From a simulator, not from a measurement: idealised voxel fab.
A process module follows: voxel wiring stack.
The figure presents cross-section cut, which has a width of 235 nm and is divided into square cells with an edge length of 5 nm.
If you're reading a cross-section in this doc, picture square cells in a grid; it comes to you as bands, top ones listed first down to the bottom, and a band can be one or more rows of cells.
Top height, bottom height, nm. Materials left to right, width each, nm. Single material + "edge to edge" = fills band edge to edge. "blank" = empty.
All heights in this document are referenced to 0, defined as the level beneath which the wafer, as received, consists entirely of one material. The lowest band is not bounded below; it extends indefinitely downward and is written in the form "0 down".
Think of "30..40" as a width that walks from the first number to the second as you go down the band, top row to bottom row, taking equal-sized steps from row to row.
Given "nothing altered" for a step, no cell of the cross-section differs between before and after that step.
Basically, "Unvented voids" tells you about the enclosed voids: empty spaces with no open way to the top, 8 cells or bigger, each written width x height at distance, where distance is from the left edge, all in nm.
On each step's line, the part that comes after the settings is the simulator's own comment on the step.
overlay nm: right-of-plan distance of the mask on a masked step; negative values mean left-of-plan.

### The planned process steps are enumerated hereunder
1,op RECEIVE | material Si
2,op CONFORMAL_DEP | material SiO2 | thk nm 10
3,op CONFORMAL_DEP | material SiN | thk nm 5
4,op DIRECTIONAL_DEP | material lowk | thk nm 20
5,op DIRECTIONAL_DEP | material aC | thk nm 10
6,op PATTERN | tone open | mask id METAL_1 | material resist | width nm 20 | pitch nm 45 | thk nm 30 | overlay nm 0
7,op DIRECTIONAL_ETCH | etch materials aC | depth nm 10
8,op STRIP | etch materials resist
9,op DIRECTIONAL_ETCH | etch materials lowk | depth nm 20
10,op DIRECTIONAL_ETCH | etch materials SiN | depth nm 5
11,op STRIP | etch materials aC
12,op CONFORMAL_DEP | material TiN | thk nm 5
13,op FILL_DEP | material Ru | thk nm 5
14,op CMP | height nm 35
15,op CONFORMAL_DEP | material SiCN | thk nm 5
16,op DIRECTIONAL_DEP | material lowk | thk nm 35
17,op MASKED_ETCH | tone open | mask id METAL_2_HOLES | width nm 15 | pitch nm 45 | etch materials lowk | depth nm 35 | overlay nm 0
18,op DIRECTIONAL_DEP | material aC | thk nm 10
19,op PATTERN | tone open | mask id METAL_2 | material resist | width nm 20 | pitch nm 45 | thk nm 25 | overlay nm 0
20,op DIRECTIONAL_ETCH | etch materials aC | depth nm 10
21,op STRIP | etch materials resist
22,op DIRECTIONAL_ETCH | etch materials lowk | depth nm 20
23,op DIRECTIONAL_ETCH | etch materials SiCN | depth nm 5
24,op STRIP | etch materials aC
25,op CONFORMAL_DEP | material TiN | thk nm 5
26,op FILL_DEP | material Ru | thk nm 5
27,op CMP | height nm 75
28,op CONFORMAL_DEP | material SiCN | thk nm 5

### Cross-section of the wafer as it came to us, i.e., already through step 1
* 0 down  Si edge to edge
* Unvented voids: none

### Same starting wafer, same plan as above, one mistake in the execution; this is the cross-section at the end of the module
* 80 to 75  SiCN edge to edge
* 75 to 60  lowk=85  TiN=5  Ru=5  TiN=5  lowk=30  TiN=5  Ru=5  TiN=5  lowk=90
* 60 to 55  lowk=85  TiN=15  lowk=30  TiN=15  lowk=90
* 55 to 40  lowk edge to edge
* 40 to 35  SiCN edge to edge
* 35 to 15  lowk=85  TiN=5  Ru=10  TiN=5  lowk=25  TiN=5  Ru=10  TiN=5  lowk=85
* 15 to 10  SiN=85  TiN=20  SiN=25  TiN=20  SiN=85
* 10 to 0  SiO2 edge to edge
* 0 down  Si edge to edge
* Unvented voids: none
So what did we get wrong on this run? twice, step 16 of the plan was run
